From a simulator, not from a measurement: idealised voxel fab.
Process module under the name voxel self aligned contacts
Shown is cross-section cut, with a width of 195 nm and square cells of size 5 nm.
Cross-section layout: square cells on a grid; listed as bands, top to bottom; a band spans one or more cell rows.
First you get the band's top height and its bottom height, in nm, and then the materials it's made of, left to right, with each width in nm. If you see a single material with "everywhere", that one covers the band edge to edge. "blank" is empty space.
Convention: height 0 is the level below which the wafer, as received, is all one material. The lowest band does not terminate at the bottom but continues downward, represented as "0 -> down".
The notation "30..40" denotes a width that varies across the rows of cells in the band, beginning at the first number in the top row, finishing at the second number in the bottom row, and changing by an identical amount from each row to the next.
Take "nothing different" at face value: in the step it is given for, the cross-section changed in none of its cells.
Voids not open to the top, 8 cells minimum: see "Sealed-off cavities". Written width x height at distance; distance is from the left edge; nm.
Note: text after step settings on the step line = simulator remark on that step.
overlay nm: for a step with a mask, the amount by which the mask lay right of where it was planned; a negative amount means left of it.

So here's the lineup of process steps we planned
| 1 | RECEIVE with material Si |
| 2 | OXIDIZE with depth nm 5 |
| 3 | DIRECTIONAL_DEP with material polySi, thk nm 30 |
| 4 | DIRECTIONAL_DEP with material SiN, thk nm 25 |
| 5 | PATTERN with tone cover, mask id GATE, material resist, width nm 30, pitch nm 75, thk nm 15, overlay nm 0 |
| 6 | DIRECTIONAL_ETCH with etch materials SiN, depth nm 25 |
| 7 | DIRECTIONAL_ETCH with etch materials polySi, depth nm 30 |
| 8 | STRIP with etch materials resist |
| 9 | CONFORMAL_DEP with material SiN, thk nm 10 |
| 10 | DIRECTIONAL_ETCH with etch materials SiN, depth nm 10 |
| 11 | FILL_DEP with material SiO2, thk nm 20 |
| 12 | CMP with height nm 65 |
| 13 | MASKED_ETCH with tone open, mask id CONTACT, width nm 55, etch materials SiO2, depth nm 70, overlay nm 0 |
| 14 | CONFORMAL_DEP with material TiN, thk nm 5 |
| 15 | FILL_DEP with material W, thk nm 5 |
| 16 | CMP with height nm 65 |
| 17 | CONFORMAL_DEP with material SiCN, thk nm 5 |

The first of the two wafers, which ran as planned

Incoming wafer in cross-section (state: after step 1)
  0 -> down  Si everywhere
  Sealed-off cavities: none

Upon completion of step 2, the wafer appears in cross-section as shown
  0 -> -5  SiO2 everywhere
  Anything lower than -5 is untouched.

Upon completion of step 3, the wafer appears in cross-section as shown
  30 -> 0  polySi everywhere
  Anything lower than 0 is untouched.

Upon completion of step 4, the wafer appears in cross-section as shown
  55 -> 30  SiN everywhere
  Anything lower than 30 is untouched.

Upon completion of step 5, the wafer appears in cross-section as shown
  70 -> 55  blank 45 nm, resist 30 nm, blank 45 nm, resist 30 nm, blank 45 nm
  Anything lower than 55 is untouched.

Upon completion of step 6, the wafer appears in cross-section as shown
  70 -> 55  blank 45 nm, resist 30 nm, blank 45 nm, resist 30 nm, blank 45 nm
  55 -> 30  blank 45 nm, SiN 30 nm, blank 45 nm, SiN 30 nm, blank 45 nm
  Anything lower than 30 is untouched.

Upon completion of step 7, the wafer appears in cross-section as shown
  70 -> 55  blank 45 nm, resist 30 nm, blank 45 nm, resist 30 nm, blank 45 nm
  55 -> 30  blank 45 nm, SiN 30 nm, blank 45 nm, SiN 30 nm, blank 45 nm
  30 -> 0  blank 45 nm, polySi 30 nm, blank 45 nm, polySi 30 nm, blank 45 nm
  Anything lower than 0 is untouched.

Upon completion of step 8, the wafer appears in cross-section as shown
  55 -> 30  blank 45 nm, SiN 30 nm, blank 45 nm, SiN 30 nm, blank 45 nm
  Anything lower than 30 is untouched.

Upon completion of step 9, the wafer appears in cross-section as shown
  65 -> 30  blank 35 nm, SiN 50 nm, blank 25 nm, SiN 50 nm, blank 35 nm
  30 -> 10  blank 35 nm, SiN 10 nm, polySi 30 nm, SiN 10 nm, blank 25 nm, SiN 10 nm, polySi 30 nm, SiN 10 nm, blank 35 nm
  10 -> 0  SiN 45 nm, polySi 30 nm, SiN 45 nm, polySi 30 nm, SiN 45 nm
  Anything lower than 0 is untouched.

Upon completion of step 10, the wafer appears in cross-section as shown
  55 -> 30  blank 35 nm, SiN 50 nm, blank 25 nm, SiN 50 nm, blank 35 nm
  30 -> 0  blank 35 nm, SiN 10 nm, polySi 30 nm, SiN 10 nm, blank 25 nm, SiN 10 nm, polySi 30 nm, SiN 10 nm, blank 35 nm
  Anything lower than 0 is untouched.

Upon completion of step 11, the wafer appears in cross-section as shown
  75 -> 55  SiO2 everywhere
  55 -> 30  SiO2 35 nm, SiN 50 nm, SiO2 25 nm, SiN 50 nm, SiO2 35 nm
  30 -> 0  SiO2 35 nm, SiN 10 nm, polySi 30 nm, SiN 10 nm, SiO2 25 nm, SiN 10 nm, polySi 30 nm, SiN 10 nm, SiO2 35 nm
  Anything lower than 0 is untouched.

Upon completion of step 12, the wafer appears in cross-section as shown
  65 -> 55  SiO2 everywhere
  Anything lower than 55 is untouched.

Upon completion of step 13, the wafer appears in cross-section as shown
  65 -> 55  SiO2 70 nm, blank 55 nm, SiO2 70 nm
  55 -> 30  SiO2 35 nm, SiN 50 nm, blank 25 nm, SiN 50 nm, SiO2 35 nm
  30 -> 0  SiO2 35 nm, SiN 10 nm, polySi 30 nm, SiN 10 nm, blank 25 nm, SiN 10 nm, polySi 30 nm, SiN 10 nm, SiO2 35 nm
  0 -> -5  SiO2 85 nm, blank 25 nm, SiO2 85 nm
  Anything lower than -5 is untouched.

Upon completion of step 14, the wafer appears in cross-section as shown
  70 -> 65  TiN 75 nm, blank 45 nm, TiN 75 nm
  65 -> 55  SiO2 70 nm, TiN 5..20 nm, blank 45..15 nm, TiN 5..20 nm, SiO2 70 nm
  55 -> 30  SiO2 35 nm, SiN 50 nm, TiN 5 nm, blank 15 nm, TiN 5 nm, SiN 50 nm, SiO2 35 nm
  30 -> 0  SiO2 35 nm, SiN 10 nm, polySi 30 nm, SiN 10 nm, TiN 5 nm, blank 15 nm, TiN 5 nm, SiN 10 nm, polySi 30 nm, SiN 10 nm, SiO2 35 nm
  0 -> -5  SiO2 85 nm, TiN 25 nm, SiO2 85 nm
  Anything lower than -5 is untouched.

Upon completion of step 15, the wafer appears in cross-section as shown
  75 -> 70  W everywhere
  70 -> 65  TiN 75 nm, W 45 nm, TiN 75 nm
  65 -> 55  SiO2 70 nm, TiN 5..20 nm, W 45..15 nm, TiN 5..20 nm, SiO2 70 nm
  55 -> 30  SiO2 35 nm, SiN 50 nm, TiN 5 nm, W 15 nm, TiN 5 nm, SiN 50 nm, SiO2 35 nm
  30 -> 0  SiO2 35 nm, SiN 10 nm, polySi 30 nm, SiN 10 nm, TiN 5 nm, W 15 nm, TiN 5 nm, SiN 10 nm, polySi 30 nm, SiN 10 nm, SiO2 35 nm
  Anything lower than 0 is untouched.

Upon completion of step 16, the wafer appears in cross-section as shown
  65 -> 55  SiO2 70 nm, TiN 5..20 nm, W 45..15 nm, TiN 5..20 nm, SiO2 70 nm
  Anything lower than 55 is untouched.

Upon completion of step 17, the wafer appears in cross-section as shown
  70 -> 65  SiCN everywhere
  Anything lower than 65 is untouched.

Here the second wafer is described. Its start and its plan were those of the first wafer. Its run contained one mistake. Up to and including step 4, it did exactly what the first wafer did

X-section, second wafer, when step 5 was due to finish
  70 -> 55  blank 40 nm, resist 40 nm, blank 35 nm, resist 40 nm, blank 40 nm
  Anything lower than 55 is untouched.

X-section, second wafer, when step 6 was due to finish
  70 -> 55  blank 40 nm, resist 40 nm, blank 35 nm, resist 40 nm, blank 40 nm
  55 -> 30  blank 40 nm, SiN 40 nm, blank 35 nm, SiN 40 nm, blank 40 nm
  Anything lower than 30 is untouched.

X-section, second wafer, when step 7 was due to finish
  70 -> 55  blank 40 nm, resist 40 nm, blank 35 nm, resist 40 nm, blank 40 nm
  55 -> 30  blank 40 nm, SiN 40 nm, blank 35 nm, SiN 40 nm, blank 40 nm
  30 -> 0  blank 40 nm, polySi 40 nm, blank 35 nm, polySi 40 nm, blank 40 nm
  Anything lower than 0 is untouched.

X-section, second wafer, when step 8 was due to finish
  55 -> 30  blank 40 nm, SiN 40 nm, blank 35 nm, SiN 40 nm, blank 40 nm
  Anything lower than 30 is untouched.

X-section, second wafer, when step 9 was due to finish
  65 -> 30  blank 30 nm, SiN 60 nm, blank 15 nm, SiN 60 nm, blank 30 nm
  30 -> 10  blank 30 nm, SiN 10 nm, polySi 40 nm, SiN 10 nm, blank 15 nm, SiN 10 nm, polySi 40 nm, SiN 10 nm, blank 30 nm
  10 -> 0  SiN 40 nm, polySi 40 nm, SiN 35 nm, polySi 40 nm, SiN 40 nm
  Anything lower than 0 is untouched.

X-section, second wafer, when step 10 was due to finish
  55 -> 30  blank 30 nm, SiN 60 nm, blank 15 nm, SiN 60 nm, blank 30 nm
  30 -> 0  blank 30 nm, SiN 10 nm, polySi 40 nm, SiN 10 nm, blank 15 nm, SiN 10 nm, polySi 40 nm, SiN 10 nm, blank 30 nm
  Anything lower than 0 is untouched.

X-section, second wafer, when step 11 was due to finish
  75 -> 55  SiO2 everywhere
  55 -> 30  SiO2 30 nm, SiN 60 nm, SiO2 15 nm, SiN 60 nm, SiO2 30 nm
  30 -> 0  SiO2 30 nm, SiN 10 nm, polySi 40 nm, SiN 10 nm, SiO2 15 nm, SiN 10 nm, polySi 40 nm, SiN 10 nm, SiO2 30 nm
  Anything lower than 0 is untouched.

X-section, second wafer, when step 12 was due to finish
  65 -> 55  SiO2 everywhere
  Anything lower than 55 is untouched.

X-section, second wafer, when step 13 was due to finish
  65 -> 55  SiO2 70 nm, blank 55 nm, SiO2 70 nm
  55 -> 30  SiO2 30 nm, SiN 60 nm, blank 15 nm, SiN 60 nm, SiO2 30 nm
  30 -> 0  SiO2 30 nm, SiN 10 nm, polySi 40 nm, SiN 10 nm, blank 15 nm, SiN 10 nm, polySi 40 nm, SiN 10 nm, SiO2 30 nm
  0 -> -5  SiO2 90 nm, blank 15 nm, SiO2 90 nm
  Anything lower than -5 is untouched.

X-section, second wafer, when step 14 was due to finish
  70 -> 65  TiN 75 nm, blank 45 nm, TiN 75 nm
  65 -> 55  SiO2 70 nm, TiN 5..25 nm, blank 45..5 nm, TiN 5..25 nm, SiO2 70 nm
  55 -> 30  SiO2 30 nm, SiN 60 nm, TiN 5 nm, blank 5 nm, TiN 5 nm, SiN 60 nm, SiO2 30 nm
  30 -> 0  SiO2 30 nm, SiN 10 nm, polySi 40 nm, SiN 10 nm, TiN 5 nm, blank 5 nm, TiN 5 nm, SiN 10 nm, polySi 40 nm, SiN 10 nm, SiO2 30 nm
  0 -> -5  SiO2 90 nm, TiN 15 nm, SiO2 90 nm
  Anything lower than -5 is untouched.

X-section, second wafer, when step 15 was due to finish
  75 -> 70  W everywhere
  70 -> 65  TiN 75 nm, W 45 nm, TiN 75 nm
  65 -> 55  SiO2 70 nm, TiN 5..25 nm, W 45..5 nm, TiN 5..25 nm, SiO2 70 nm
  55 -> 30  SiO2 30 nm, SiN 60 nm, TiN 5 nm, W 5 nm, TiN 5 nm, SiN 60 nm, SiO2 30 nm
  30 -> 0  SiO2 30 nm, SiN 10 nm, polySi 40 nm, SiN 10 nm, TiN 5 nm, W 5 nm, TiN 5 nm, SiN 10 nm, polySi 40 nm, SiN 10 nm, SiO2 30 nm
  Anything lower than 0 is untouched.

X-section, second wafer, when step 16 was due to finish
  65 -> 55  SiO2 70 nm, TiN 5..25 nm, W 45..5 nm, TiN 5..25 nm, SiO2 70 nm
  Anything lower than 55 is untouched.

X-section, second wafer, when step 17 was due to finish
  70 -> 65  SiCN everywhere
  Anything lower than 65 is untouched.
Against the plan, the run slipped here: planned and actual differ for step 5; actual: PATTERN with tone cover, mask id GATE, material resist, width nm 40, pitch nm 75, thk nm 15, overlay nm 0
The closing comparison, in cells, has the second wafer with more or fewer of some materials than the first: 20 more of SiN; 20 fewer of SiO2; 24 fewer of W; 24 more of polySi
